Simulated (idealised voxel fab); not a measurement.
process module | voxel fin reveal
cross-section cut | 275 nm wide | cells 5 nm
A cross-section is a grid of square cells, given in bands from the top down. A band is one or more rows of cells.
Each band's line starts with the height of the band's top and of its bottom, in nm. Then come its materials from left to right, each with its width in nm. One material with "throughout" fills the band from edge to edge. "air" is empty space.
Height 0 is the level under which the wafer as received is all one material. The lowest band goes on downwards, as in "0 down".
A width such as "30 to 40" changes by the same amount from each row of cells to the next, from the band's top row to its bottom row.
"no change" after a step means that no cell of the cross-section changed.
closed voids: empty space of 8 cells or more with no open way to the top, each as width x height at its distance from the left edge, in nm
after a step's settings: what the simulator itself notes on the step
overlay nm, on a step with a mask: how far to the right of its planned place the mask lay; to the left if negative
plan
1 op RECEIVE | material Si
2 op CONFORMAL_DEP | material SiN | thk nm 5
3 op MASKED_ETCH | tone cover | mask id FINS | width nm 15 | pitch nm 35 | etch materials SiN | depth nm 5 | overlay nm 0
4 op MASKED_ETCH | tone cover | mask id FINS | width nm 15 | pitch nm 35 | etch materials Si | depth nm 40 | overlay nm 0
5 op OXIDIZE | depth nm 5
6 op FILL_DEP | material SiO2 | thk nm 15
7 op CMP | height nm 5
8 op SELECTIVE_ETCH | etch materials SiO2 | depth nm 20
9 op STRIP | etch materials SiN
as received, after step 1
  0 down: Si throughout
  closed voids: none
first wafer at the end, as planned
  0 to -15: air 80 | Si 5 | air 30 | Si 5 | air 30 | Si 5 | air 30 | Si 5 | air 85
  -15 to -45: SiO2 80 | Si 5 | SiO2 30 | Si 5 | SiO2 30 | Si 5 | SiO2 30 | Si 5 | SiO2 85
  -45 down: Si throughout
  closed voids: none
second wafer at the end: like start, like plan, one mistake
  0 to -5: Si 70 | air 25 | Si 10 | air 25 | Si 10 | air 25 | Si 10 | air 25 | Si 75
  -5 down: Si throughout
  closed voids: none
what went wrong: step 3 ran as: op MASKED_ETCH | tone open | mask id FINS | width nm 15 | pitch nm 35 | etch materials SiN | depth nm 5 | overlay nm 0
at the end the second wafer has, in cells: 439 more of Si | 306 fewer of SiO2
